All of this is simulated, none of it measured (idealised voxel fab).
Presented below is a process module, voxel trench capacitor.
Cross-section cut spans 200 nm and uses square cells 5 nm in size.
Cross-section, as written here: a square-cell grid given band by band from the top down, where a band holds one or more rows of cells. Top, bottom (nm), then materials left to right with widths (nm); lone material tagged "throughout" fills the whole band edge to edge; "empty" = empty space. All heights in this document are referenced to 0, defined as the level beneath which the wafer, as received, consists entirely of one material. The lowest band is not bounded below; it extends indefinitely downward and is written in the form "z 0 and below". Think of "30->40" as a width that walks from the first number to the second as you go down the band, top row to bottom row, taking equal-sized steps from row to row. "all unchanged" -> step changed no cross-section cell. Basically, "Trapped cavities" tells you about the enclosed voids: empty spaces with no open way to the top, 8 cells or bigger, each written width x height at distance, where distance is from the left edge, all in nm. Whatever follows a step's settings on its line is a remark the simulator itself makes about that step. What "overlay nm" on a step's line means: if the step has a mask, that mask lay this far to the right of its planned place, or, when the value is negative, to the left.
**So here's the lineup of process steps we planned**
step 1: RECEIVE with material Si
step 2: CONFORMAL_DEP with material SiN, thk nm 5
step 3: DIRECTIONAL_DEP with material aC, thk nm 15
step 4: PATTERN with tone open, mask id TRENCH, material resist, width nm 25, pitch nm 40, thk nm 35, overlay nm -15
step 5: DIRECTIONAL_ETCH with etch materials aC, depth nm 15
step 6: STRIP with etch materials resist
step 7: DIRECTIONAL_ETCH with etch materials SiN, depth nm 5
step 8: DIRECTIONAL_ETCH with etch materials Si, depth nm 35
step 9: STRIP with etch materials aC
step 10: CONFORMAL_DEP with material Al2O3, thk nm 5
step 11: FILL_DEP with material polySi, thk nm 5
step 12: CMP with height nm 5
Where the wafers of this document differ is in the overlay nm of step 4; they start out the same, and the plan states the value that applied to the first wafer.
**Received condition of the first of several wafers, sectioned: post-step 1**
z 0 and below = Si throughout
Trapped cavities: none
**At the end of the module, after its last step, step 12, the first of several wafers appears in cross-section as follows**
z 5 to 0 = 30 of SiN, then 5 of Al2O3, then 15 of polySi, then 5 of Al2O3, then 15 of SiN, then 5 of Al2O3, then 15 of polySi, then 5 of Al2O3, then 15 of SiN, then 5 of Al2O3, then 15 of polySi, then 5 of Al2O3, then 65 of SiN
z 0 to -30 = 30 of Si, then 5 of Al2O3, then 15 of polySi, then 5 of Al2O3, then 15 of Si, then 5 of Al2O3, then 15 of polySi, then 5 of Al2O3, then 15 of Si, then 5 of Al2O3, then 15 of polySi, then 5 of Al2O3, then 65 of Si
z -30 to -35 = 30 of Si, then 25 of Al2O3, then 15 of Si, then 25 of Al2O3, then 15 of Si, then 25 of Al2O3, then 65 of Si
z -35 and below = Si throughout
Trapped cavities: none
**Cross-sectional view of the final wafer of several at the module's end**
z 5 to 0 = 60 of SiN, then 5 of Al2O3, then 15 of polySi, then 5 of Al2O3, then 15 of SiN, then 5 of Al2O3, then 15 of polySi, then 5 of Al2O3, then 15 of SiN, then 5 of Al2O3, then 15 of polySi, then 5 of Al2O3, then 35 of SiN
z 0 to -30 = 60 of Si, then 5 of Al2O3, then 15 of polySi, then 5 of Al2O3, then 15 of Si, then 5 of Al2O3, then 15 of polySi, then 5 of Al2O3, then 15 of Si, then 5 of Al2O3, then 15 of polySi, then 5 of Al2O3, then 35 of Si
z -30 to -35 = 60 of Si, then 25 of Al2O3, then 15 of Si, then 25 of Al2O3, then 15 of Si, then 25 of Al2O3, then 35 of Si
z -35 and below = Si throughout
Trapped cavities: none
**wafer rows; end of module; cells per material since receipt: (+) gained, (-) lost; then closed voids**
overlay nm -15, +57 Al2O3, -105 Si, +25 SiN, +63 polySi, Trapped cavities: none
overlay nm -10, +57 Al2O3, -105 Si, +25 SiN, +63 polySi, Trapped cavities: none
overlay nm -5, +57 Al2O3, -105 Si, +25 SiN, +63 polySi, Trapped cavities: none
overlay nm 0, +57 Al2O3, -105 Si, +25 SiN, +63 polySi, Trapped cavities: none
overlay nm 5, +57 Al2O3, -105 Si, +25 SiN, +63 polySi, Trapped cavities: none
overlay nm 10, +57 Al2O3, -105 Si, +25 SiN, +63 polySi, Trapped cavities: none
overlay nm 15, +57 Al2O3, -105 Si, +25 SiN, +63 polySi, Trapped cavities: none
